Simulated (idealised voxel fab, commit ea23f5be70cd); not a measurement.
Title: Process Module voxel transistor to metal
Cross-section cut spans 295 nm and uses square cells 5 nm in size.
A cross-section is a grid of square cells, given in bands from the top down. A band is one or more rows of cells. A band entry consists of two parts. The first gives the height of the band's top and the height of its bottom, in nm. The rest lists the band's materials from left to right, each with its width in nm. A single material labelled with the word "all across" fills the band from edge to edge, and the word "air" marks empty space. All heights in this document are referenced to 0, defined as the level beneath which the wafer, as received, consists entirely of one material. The lowest band is not bounded below; it extends indefinitely downward and is written in the form "0 and below". Width "30->40": first value at the band's top row of cells, second value at its bottom row, equal change from row to row. When a step is marked "identical to before", none of the cells in the cross-section changed during that step. "Closed-off voids": sealed empty spaces, 8 cells or more, no open way to top, listed width x height at distance, with distance from the left edge and width, height and distance in nm. Past the settings on a step's line: simulator remark, on that step. overlay nm: how far to the right of its planned place the mask lay on this masked step (negative: to the left).
Steps in the process plan
1: RECEIVE: material Si
2: CONFORMAL_DEP: material SiO2, thk nm 5
3: CONFORMAL_DEP: material SiN, thk nm 10
4: MASKED_ETCH: tone cover, mask id ACTIVE, width nm 115, pitch nm 145, etch materials SiN, depth nm 10, overlay nm 0
5: MASKED_ETCH: tone cover, mask id ACTIVE, width nm 115, pitch nm 145, etch materials SiO2, depth nm 5, overlay nm 0
6: MASKED_ETCH: tone cover, mask id ACTIVE, width nm 115, pitch nm 145, etch materials Si, depth nm 30, overlay nm 0
7: OXIDIZE: depth nm 5
8: FILL_DEP: material SiO2, thk nm 5
9: CMP: height nm 15
10: SELECTIVE_ETCH: etch materials SiO2, depth nm 10
11: STRIP: etch materials SiN
12: SELECTIVE_ETCH: etch materials SiO2, depth nm 5
13: OXIDIZE: depth nm 5
14: DIRECTIONAL_DEP: material polySi, thk nm 25
15: DIRECTIONAL_DEP: material SiCN, thk nm 15
16: PATTERN: tone cover, mask id GATE, material resist, width nm 35, pitch nm 145, thk nm 15, overlay nm 0
17: DIRECTIONAL_ETCH: etch materials SiCN, depth nm 25
18: DIRECTIONAL_ETCH: etch materials polySi, depth nm 35
19: STRIP: etch materials resist
20: CONFORMAL_DEP: material SiO2, thk nm 5
21: DIRECTIONAL_ETCH: etch materials SiO2, depth nm 5
22: CONFORMAL_DEP: material SiN, thk nm 5
23: DIRECTIONAL_ETCH: etch materials SiN, depth nm 5
24: DIRECTIONAL_ETCH: etch materials SiO2, depth nm 5
25: EPI: material pSi, thk nm 5
26: FILL_DEP: material SiO2, thk nm 10
27: CMP: height nm 25
28: STRIP: etch materials polySi
29: SELECTIVE_ETCH: etch materials SiO2, depth nm 5
30: CONFORMAL_DEP: material HfO2, thk nm 5
31: CONFORMAL_DEP: material TiN, thk nm 5
32: FILL_DEP: material W, thk nm 10
33: CMP: height nm 20
34: DIRECTIONAL_DEP: material SiO2, thk nm 15
35: PATTERN: tone open, mask id CONTACT, material resist, width nm 15, thk nm 15, overlay nm 0
36: DIRECTIONAL_ETCH: etch materials SiO2, depth nm 35
37: STRIP: etch materials resist
38: CONFORMAL_DEP: material TiN, thk nm 5
39: FILL_DEP: material W, thk nm 5
40: CMP: height nm 35
41: CONFORMAL_DEP: material SiN, thk nm 5
42: DIRECTIONAL_DEP: material lowk, thk nm 15
43: MASKED_ETCH: tone open, mask id METAL_1, width nm 15, etch materials lowk, depth nm 15, overlay nm 0
44: MASKED_ETCH: tone open, mask id METAL_1, width nm 15, etch materials SiN, depth nm 5, overlay nm 0
45: CONFORMAL_DEP: material TiN, thk nm 5
46: FILL_DEP: material Ru, thk nm 5
47: CMP: height nm 55
48: EPI: material Ru, thk nm 5
49: FILL_DEP: material SiCN, thk nm 5
50: DIRECTIONAL_DEP: material SiO2, thk nm 35
51: MASKED_ETCH: tone open, mask id METAL_2, width nm 15, pitch nm 145, etch materials SiO2, depth nm 20, overlay nm 0
52: PATTERN: tone open, mask id METAL_2_HOLES, material resist, width nm 15, pitch nm 145, thk nm 15, overlay nm 0
53: DIRECTIONAL_ETCH: etch materials SiO2, depth nm 15
54: DIRECTIONAL_ETCH: etch materials SiCN, depth nm 5
55: STRIP: etch materials resist
56: CONFORMAL_DEP: material TiN, thk nm 5
57: FILL_DEP: material Cu, thk nm 10
58: CMP: height nm 100
59: CONFORMAL_DEP: material SiCN, thk nm 5
Cross-section, incoming material, after step 1
- 0 and below  Si all across
- Closed-off voids: none
Module complete - cross-section of the first of two wafers, run according to plan
- 105 down to 100  SiCN all across
- 100 down to 65  20 of SiO2, then 5 of TiN, then 5 of Cu, then 5 of TiN, then 130 of SiO2, then 5 of TiN, then 5 of Cu, then 5 of TiN, then 115 of SiO2
- 65 down to 60  20 of SiCN, then 15 of TiN, then 130 of SiCN, then 15 of TiN, then 115 of SiCN
- 60 down to 55  15 of SiCN, then 25 of Ru, then 65 of SiCN, then 25 of Ru, then 30 of SiCN, then 25 of Ru, then 65 of SiCN, then 25 of Ru, then 20 of SiCN
- 55 down to 40  20 of lowk, then 5 of TiN, then 5 of Ru, then 5 of TiN, then 75 of lowk, then 5 of TiN, then 5 of Ru, then 5 of TiN, then 40 of lowk, then 5 of TiN, then 5 of Ru, then 5 of TiN, then 75 of lowk, then 5 of TiN, then 5 of Ru, then 5 of TiN, then 25 of lowk
- 40 down to 35  20 of SiN, then 15 of TiN, then 75 of SiN, then 15 of TiN, then 40 of SiN, then 15 of TiN, then 75 of SiN, then 15 of TiN, then 25 of SiN
- 35 down to 20  20 of SiO2, then 5 of TiN, then 5 of W, then 5 of TiN, then 75 of SiO2, then 5 of TiN, then 5 of W, then 5 of TiN, then 40 of SiO2, then 5 of TiN, then 5 of W, then 5 of TiN, then 75 of SiO2, then 5 of TiN, then 5 of W, then 5 of TiN, then 25 of SiO2
- 20 down to 5  20 of SiO2, then 5 of TiN, then 5 of W, then 5 of TiN, then 10 of SiO2, then 5 of SiN, then 5 of HfO2, then 5 of TiN, then 25 of W, then 5 of TiN, then 5 of HfO2, then 5 of SiN, then 10 of SiO2, then 5 of TiN, then 5 of W, then 5 of TiN, then 40 of SiO2, then 5 of TiN, then 5 of W, then 5 of TiN, then 10 of SiO2, then 5 of SiN, then 5 of HfO2, then 5 of TiN, then 25 of W, then 5 of TiN, then 5 of HfO2, then 5 of SiN, then 10 of SiO2, then 5 of TiN, then 5 of W, then 5 of TiN, then 25 of SiO2
- 5 down to 0  20 of SiO2, then 15 of TiN, then 10 of SiO2, then 5 of SiN, then 5 of HfO2, then 35 of TiN, then 5 of HfO2, then 5 of SiN, then 10 of SiO2, then 15 of TiN, then 40 of SiO2, then 15 of TiN, then 10 of SiO2, then 5 of SiN, then 5 of HfO2, then 35 of TiN, then 5 of HfO2, then 5 of SiN, then 10 of SiO2, then 15 of TiN, then 25 of SiO2
- 0 down to -5  15 of SiO2, then 30 of pSi, then 5 of SiO2, then 45 of HfO2, then 5 of SiO2, then 30 of pSi, then 30 of SiO2, then 30 of pSi, then 5 of SiO2, then 45 of HfO2, then 5 of SiO2, then 30 of pSi, then 20 of SiO2
- -5 down to -35  20 of SiO2, then 105 of Si, then 40 of SiO2, then 105 of Si, then 25 of SiO2
- -35 and below  Si all across
- Closed-off voids: none
What the second wafer looks like in cross-section once the module is done. Its start and its plan matched the first wafer's exactly; what differed was one mistake in how it was run
- 105 down to 100  SiCN all across
- 100 down to 65  20 of SiO2, then 5 of TiN, then 5 of Cu, then 5 of TiN, then 130 of SiO2, then 5 of TiN, then 5 of Cu, then 5 of TiN, then 115 of SiO2
- 65 down to 60  20 of SiCN, then 15 of TiN, then 130 of SiCN, then 15 of TiN, then 115 of SiCN
- 60 down to 55  25 of Ru, then 5 of SiCN, then 85 of Ru, then 5 of SiCN, then 50 of Ru, then 5 of SiCN, then 85 of Ru, then 5 of SiCN, then 30 of Ru
- 55 down to 45  15 of Ru, then 5 of TiN, then 15 of lowk, then 5 of TiN, then 65 of Ru, then 5 of TiN, then 15 of lowk, then 5 of TiN, then 30 of Ru, then 5 of TiN, then 15 of lowk, then 5 of TiN, then 65 of Ru, then 5 of TiN, then 15 of lowk, then 5 of TiN, then 20 of Ru
- 45 down to 40  20 of TiN, then 15 of lowk, then 75 of TiN, then 15 of lowk, then 40 of TiN, then 15 of lowk, then 75 of TiN, then 15 of lowk, then 25 of TiN
- 40 down to 35  SiN all across
- 35 down to 20  20 of SiO2, then 5 of TiN, then 5 of W, then 5 of TiN, then 75 of SiO2, then 5 of TiN, then 5 of W, then 5 of TiN, then 40 of SiO2, then 5 of TiN, then 5 of W, then 5 of TiN, then 75 of SiO2, then 5 of TiN, then 5 of W, then 5 of TiN, then 25 of SiO2
- 20 down to 5  20 of SiO2, then 5 of TiN, then 5 of W, then 5 of TiN, then 10 of SiO2, then 5 of SiN, then 5 of HfO2, then 5 of TiN, then 25 of W, then 5 of TiN, then 5 of HfO2, then 5 of SiN, then 10 of SiO2, then 5 of TiN, then 5 of W, then 5 of TiN, then 40 of SiO2, then 5 of TiN, then 5 of W, then 5 of TiN, then 10 of SiO2, then 5 of SiN, then 5 of HfO2, then 5 of TiN, then 25 of W, then 5 of TiN, then 5 of HfO2, then 5 of SiN, then 10 of SiO2, then 5 of TiN, then 5 of W, then 5 of TiN, then 25 of SiO2
- 5 down to 0  20 of SiO2, then 15 of TiN, then 10 of SiO2, then 5 of SiN, then 5 of HfO2, then 35 of TiN, then 5 of HfO2, then 5 of SiN, then 10 of SiO2, then 15 of TiN, then 40 of SiO2, then 15 of TiN, then 10 of SiO2, then 5 of SiN, then 5 of HfO2, then 35 of TiN, then 5 of HfO2, then 5 of SiN, then 10 of SiO2, then 15 of TiN, then 25 of SiO2
- 0 down to -5  15 of SiO2, then 30 of pSi, then 5 of SiO2, then 45 of HfO2, then 5 of SiO2, then 30 of pSi, then 30 of SiO2, then 30 of pSi, then 5 of SiO2, then 45 of HfO2, then 5 of SiO2, then 30 of pSi, then 20 of SiO2
- -5 down to -35  20 of SiO2, then 105 of Si, then 40 of SiO2, then 105 of Si, then 25 of SiO2
- -35 and below  Si all across
- Closed-off voids: none
Which mistake was made when the wafer was run? step 43 did not happen as planned, as run it was MASKED_ETCH: tone cover, mask id METAL_1, width nm 15, etch materials lowk, depth nm 15, overlay nm 0
End check, counted in cells, second wafer has more or fewer of these materials than the first: Ru: 101 more, SiCN: 35 fewer, SiN: 12 more, TiN: 27 more, lowk: 105 fewer
